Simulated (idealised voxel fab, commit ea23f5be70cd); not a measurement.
Process module name: voxel gate over fins
Shown is cross-section cut, with a width of 225 nm and square cells of size 5 nm.
When this document writes out a cross-section, it uses a grid of square cells and lists it as bands, beginning at the top and moving down, with a band standing for one or more rows of cells. Per band: top height and bottom height in nm, followed by the left-to-right materials and their widths in nm; "edge to edge" marks a single material spanning edge to edge, "empty" marks empty space. A quick word on heights: they are counted from 0, and under that level the wafer as it came to us is one material throughout. The lowest band is different from the rest in having no bottom; it simply continues downward, written as in "0 and below". With a width like "30..40", each row of cells in the band differs from the next by the same amount, the top row carrying the first number and the bottom row the second. "nothing changed" after a step means that no cell of the cross-section changed. Each empty space that has no open way to the top and spans at least 8 cells appears under "Closed void listing" as width x height at distance, the distance counted from the left edge, all in nm. On each step's line, the part that comes after the settings is the simulator's own comment on the step. Steps that use a mask can have "overlay nm" on their line. It says how far the mask sat to the right of where it was meant to be. Negative means to the left.
-- Planned process steps
1 RECEIVE [material Si]
2 CONFORMAL_DEP [material SiN] [thk nm 5]
3 PATTERN [tone cover] [mask id FINS] [material resist] [width nm 15] [pitch nm 35] [thk nm 15] [overlay nm 0]
4 DIRECTIONAL_ETCH [etch materials SiN] [depth nm 5]
5 DIRECTIONAL_ETCH [etch materials Si] [depth nm 40]
6 STRIP [etch materials resist]
7 OXIDIZE [depth nm 5]
8 FILL_DEP [material SiO2] [thk nm 15]
9 CMP [height nm 5]
10 SELECTIVE_ETCH [etch materials SiO2] [depth nm 20]
11 STRIP [etch materials SiN]
12 CONFORMAL_DEP [material HfO2] [thk nm 5]
13 CONFORMAL_DEP [material TiN] [thk nm 5]
14 FILL_DEP [material W] [thk nm 15]
15 CMP [height nm 20]
16 CONFORMAL_DEP [material SiCN] [thk nm 5]
-- As received (post step 1): cross-section
> 0 and below | Si edge to edge
> Closed void listing: none
-- Final wafer profile in cross-section after the module, from the same start and plan as above, with one mistake made during processing
> 25 down to 20 | SiCN edge to edge
> 20 down to 10 | W edge to edge
> 10 down to 0 | 65 of W  25 of HfO2  10 of W  25 of HfO2  10 of W  25 of HfO2  65 of W
> 0 down to -5 | 65 of W  10 of HfO2  5 of Si  10 of HfO2  10 of W  10 of HfO2  5 of Si  10 of HfO2  10 of W  10 of HfO2  5 of Si  10 of HfO2  65 of W
> -5 down to -15 | 75 of HfO2  5 of Si  30 of HfO2  5 of Si  30 of HfO2  5 of Si  75 of HfO2
> -15 down to -45 | 75 of SiO2  5 of Si  30 of SiO2  5 of Si  30 of SiO2  5 of Si  75 of SiO2
> -45 and below | Si edge to edge
> Closed void listing: none
It is concluded that the wafer was processed incorrectly with respect to the plan, in that for step 13, the planned setting was not used; the step was instead run as CONFORMAL_DEP [material HfO2] [thk nm 5]
